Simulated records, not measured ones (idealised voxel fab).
process module | voxel ribs on slabs
cross-section cut | 175 nm wide | cells 5 nm
A cross-section is a grid of square cells, given in bands from the top down. A band is one or more rows of cells.
Each band's line starts with the height of the band's top and of its bottom, in nm. Then come its materials from left to right, each with its width in nm. One material with "throughout" fills the band from edge to edge. "air" is empty space.
Height 0 is the level under which the wafer as received is all one material. The lowest band goes on downwards, as in "0 down".
A width such as "30 to 40" changes by the same amount from each row of cells to the next, from the band's top row to its bottom row.
"no change" after a step means that no cell of the cross-section changed.
closed voids: empty space of 8 cells or more with no open way to the top, each as width x height at its distance from the left edge, in nm
after a step's settings: what the simulator itself notes on the step
overlay nm, on a step with a mask: how far to the right of its planned place the mask lay; to the left if negative
plan
1 op RECEIVE | material Si
2 op DIRECTIONAL_DEP | material SiO2 | thk nm 30
3 op DIRECTIONAL_DEP | material SiN | thk nm 20
4 op PATTERN | tone cover | mask id RIB | material resist | width nm 25 | thk nm 20 | overlay nm 0
5 op DIRECTIONAL_ETCH | etch materials SiN | depth nm 10
6 op STRIP | etch materials resist
7 op PATTERN | tone cover | mask id SLAB | material resist | width nm 65 | thk nm 15 | overlay nm 0
8 op DIRECTIONAL_ETCH | etch materials SiN | depth nm 10
9 op STRIP | etch materials resist
10 op FILL_DEP | material SiO2 | thk nm 20
11 op CMP | height nm 65
12 op DIRECTIONAL_DEP | material W | thk nm 10
13 op MASKED_ETCH | tone cover | mask id HEATER | width nm 25 | etch materials W | depth nm 10 | overlay nm 0
14 op CONFORMAL_DEP | material SiN | thk nm 5
varied across the wafers: width nm of step 13. The plan shows the first wafer's value. All wafers start alike
first wafer as received, after step 1
  0 down: Si throughout
  closed voids: none
each wafer at the end: cells of each material gained (+) or lost (-) since it was received, then its closed voids
width nm 25 | +75 SiN | +419 SiO2 | +10 W | closed voids: none
width nm 30 | +75 SiN | +419 SiO2 | +12 W | closed voids: none
width nm 35 | +75 SiN | +419 SiO2 | +14 W | closed voids: none
width nm 40 | +75 SiN | +419 SiO2 | +16 W | closed voids: none
width nm 45 | +75 SiN | +419 SiO2 | +18 W | closed voids: none
width nm 50 | +75 SiN | +419 SiO2 | +20 W | closed voids: none
